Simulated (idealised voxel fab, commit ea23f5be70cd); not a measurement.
Herein follows the process module entitled voxel tone inversion.
Cross-sectional view cut (width: 260 nm; square cell size: 5 nm).
Think of the cross-section as a grid of square cells. We describe it in bands, top to bottom, and each band covers one or more rows of those cells. Band entry format. Leading values: height of top, height of bottom, nm. Remainder: materials in left-to-right order, each with its width in nm. Special words: "everywhere" on a single material, which then fills the band edge to edge; "air", empty space. Note: height 0 marks the level under which the wafer is uniformly one material as received. Lowest band unbounded below, written "0..down". Width "30 to 40": first value at the band's top row of cells, second value at its bottom row, equal change from row to row. Step note "no alteration" = no cross-section cell changed. Look at "closed voids" for the closed voids: empty spaces with no open path to the top, sized 8 cells or up. Each is width x height at distance, distance from the left edge, all nm. Read whatever lies past the settings on a step's line as the simulator's own remark about the step. "overlay nm", when on a step's line for a step with a mask, measures how far to the right of its planned place the mask lay; a negative measure means to the left.
### Process steps - plan
| 1 | RECEIVE: material Si |
| 2 | CONFORMAL_DEP: material SiCN, thk nm 10 |
| 3 | DIRECTIONAL_DEP: material polySi, thk nm 25 |
| 4 | PATTERN: tone cover, mask id POSTS, material resist, width nm 20, pitch nm 45, thk nm 30, overlay nm 0 |
| 5 | DIRECTIONAL_ETCH: etch materials polySi, depth nm 25 |
| 6 | STRIP: etch materials resist |
| 7 | FILL_DEP: material lowk, thk nm 10 |
| 8 | CMP: height nm 35 |
| 9 | STRIP: etch materials polySi |
### Wafer at receipt (post step 1), cross-section
0..down: Si everywhere
closed voids: none
### Starting wafer: above. Plan: above. Run: one mistake. Cross-section after the module: below
35..15: 50 nm lowk, 20 nm air, 25 nm lowk, 20 nm air, 25 nm lowk, 20 nm air, 25 nm lowk, 20 nm air, 55 nm lowk
15..0: SiCN everywhere
0..down: Si everywhere
closed voids: none
Heads up, the wafer didn't run the way we planned it: contrary to plan, step 2 was performed as CONFORMAL_DEP: material SiCN, thk nm 15
